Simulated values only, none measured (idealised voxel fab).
Process module name: voxel gate over fins
For reference, the cross-section in this document is cut, with width 265 nm and square cells of 5 nm.
We lay out every cross-section as a grid of square cells and spell it out in bands from the top down, where one band means one or more rows of cells.
This entry defines a band. It first specifies the height of the band's top and the height of its bottom in nm, and then specifies the band's materials from left to right, stating each material with its width in nm. The word "edge to edge" identifies a single material that fills the band from edge to edge, while the word "blank" identifies empty space.
Height 0 is the level under which the wafer as received is all one material. The lowest band goes on downwards, as in "0 nm and below".
So if you see something like "30 to 40" for the width, read it as the top row of the band sitting at the first number and the bottom row at the second, with every row in between moving by the same amount as the last.
The designation "remained the same", where it is given for a processing step, indicates that no cell of the cross-section was altered in the course of that step.
Enclosed voids (no open way to top), threshold 8 cells or more, entry "Enclosed cavity list", notation width x height at distance, distance from left edge, nm.
Formally, on a step line, whatever follows the settings is a remark that the simulator itself makes on the step.
overlay nm: for a step with a mask, the amount by which the mask lay right of where it was planned; a negative amount means left of it.

Process steps - plan:
1 RECEIVE,material Si
2 CONFORMAL_DEP,material SiN,thk nm 10
3 MASKED_ETCH,tone cover,mask id FINS,width nm 15,pitch nm 35,etch materials SiN,depth nm 10,overlay nm -15
4 MASKED_ETCH,tone cover,mask id FINS,width nm 15,pitch nm 35,etch materials Si,depth nm 40,overlay nm 0
5 FILL_DEP,material SiO2,thk nm 5
6 CMP,height nm 10
7 SELECTIVE_ETCH,etch materials SiO2,depth nm 25
8 STRIP,etch materials SiN
9 CONFORMAL_DEP,material HfO2,thk nm 5
10 CONFORMAL_DEP,material TiN,thk nm 5
11 FILL_DEP,material W,thk nm 10
12 CMP,height nm 15
13 CONFORMAL_DEP,material SiCN,thk nm 5
The overlay nm used in step 3 is not the same on every wafer, whereas the starting condition is; the value printed in the plan is the first wafer's.

So this is the first of several wafers, cross-sectioned as it came to us, meaning it's at the end of step 1:
0 nm and below: Si edge to edge
Enclosed cavity list: none

each wafer at the end: cells of each material gained (+) or lost (-) since it was received, then its closed voids:
overlay nm -15, +62 HfO2, -328 Si, +53 SiCN, +205 SiO2, +59 TiN, +161 W, Enclosed cavity list: none
overlay nm -10, +65 HfO2, -344 Si, +53 SiCN, +215 SiO2, +59 TiN, +164 W, Enclosed cavity list: none
overlay nm -5, +65 HfO2, -360 Si, +53 SiCN, +225 SiO2, +62 TiN, +167 W, Enclosed cavity list: none
overlay nm 0, +65 HfO2, -376 Si, +53 SiCN, +235 SiO2, +65 TiN, +170 W, Enclosed cavity list: none
overlay nm 5, +65 HfO2, -360 Si, +53 SiCN, +225 SiO2, +62 TiN, +167 W, Enclosed cavity list: none
overlay nm 10, +65 HfO2, -344 Si, +53 SiCN, +215 SiO2, +59 TiN, +164 W, Enclosed cavity list: none
overlay nm 15, +62 HfO2, -328 Si, +53 SiCN, +205 SiO2, +59 TiN, +161 W, Enclosed cavity list: none
